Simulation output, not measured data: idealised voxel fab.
The name of this process module is voxel gate over fins.
Pictured: cross-section cut, 265 nm wide, on a grid of 5 nm square cells.
Just so we're on the same page, the cross-sections are grids of square cells, and they're listed out in bands top to bottom, each band one or more rows deep. Top, bottom (nm), then materials left to right with widths (nm); lone material tagged "all across" fills the whole band edge to edge; "blank" = empty space. Zero point of the height axis is 0; under it, received wafer = one material. Lowest band: continues down indefinitely, "0 nm and below". Width spec "30 to 40" -> top row of cells at first value, bottom row at second value, equal per-row change in between. Key: "all unchanged" - step with no changed cell in the cross-section. Voids not open to the top, 8 cells minimum: see "Closed void roster". Written width x height at distance; distance is from the left edge; nm. Where a step's line continues beyond its settings, the continuation is a remark by the simulator itself on that step. The setting "overlay nm" may be written on the line of a step. When the step uses a mask, the value reports how far to the right of the planned place the mask lay, and a negative value reports that it lay to the left.
THE PLANNED PROCESS STEPS ARE ENUMERATED HEREUNDER
1) op RECEIVE | material Si
2) op CONFORMAL_DEP | material SiN | thk nm 10
3) op MASKED_ETCH | tone cover | mask id FINS | width nm 15 | pitch nm 45 | etch materials SiN | depth nm 10 | overlay nm 0
4) op MASKED_ETCH | tone cover | mask id FINS | width nm 15 | pitch nm 45 | etch materials Si | depth nm 30 | overlay nm 0
5) op OXIDIZE | depth nm 5
6) op FILL_DEP | material SiO2 | thk nm 5
7) op CMP | height nm 10
8) op SELECTIVE_ETCH | etch materials SiO2 | depth nm 25
9) op STRIP | etch materials SiN
10) op CONFORMAL_DEP | material HfO2 | thk nm 5
11) op CONFORMAL_DEP | material TiN | thk nm 5
12) op CONFORMAL_DEP | material TiAl | thk nm 5
13) op CONFORMAL_DEP | material TiN | thk nm 5
14) op FILL_DEP | material W | thk nm 10
15) op CMP | height nm 25
16) op CONFORMAL_DEP | material SiCN | thk nm 10
SHOWN IN CROSS-SECTION IS THE WAFER AS RECEIVED, THAT IS, AS IT STANDS AFTER STEP 1
	0 nm and below: Si all across
	Closed void roster: none
CROSS-SECTIONAL RESULT AFTER MODULE COMPLETION. NOTE: STARTING CONDITION AND PLAN ARE UNCHANGED FROM ABOVE; ONE PROCESSING MISTAKE WAS MADE
	35 nm to 25 nm: SiCN all across
	25 nm to 20 nm: W all across
	20 nm to 15 nm: TiN all across
	15 nm to 10 nm: TiAl all across
	10 nm to 5 nm: 60 of TiN | 5 of TiAl | 40 of TiN | 5 of TiAl | 40 of TiN | 5 of TiAl | 40 of TiN | 5 of TiAl | 65 of TiN
	5 nm to 0 nm: 55 of HfO2 | 15 of TiN | 30 of HfO2 | 15 of TiN | 30 of HfO2 | 15 of TiN | 30 of HfO2 | 15 of TiN | 60 of HfO2
	0 nm to -5 nm: 50 of Si | 25 of HfO2 | 20 of Si | 25 of HfO2 | 20 of Si | 25 of HfO2 | 20 of Si | 25 of HfO2 | 55 of Si
	-5 nm and below: Si all across
	Closed void roster: none
Run error: planned and actual differ for step 3; actual: op MASKED_ETCH | tone open | mask id FINS | width nm 15 | pitch nm 45 | etch materials SiN | depth nm 10 | overlay nm 0
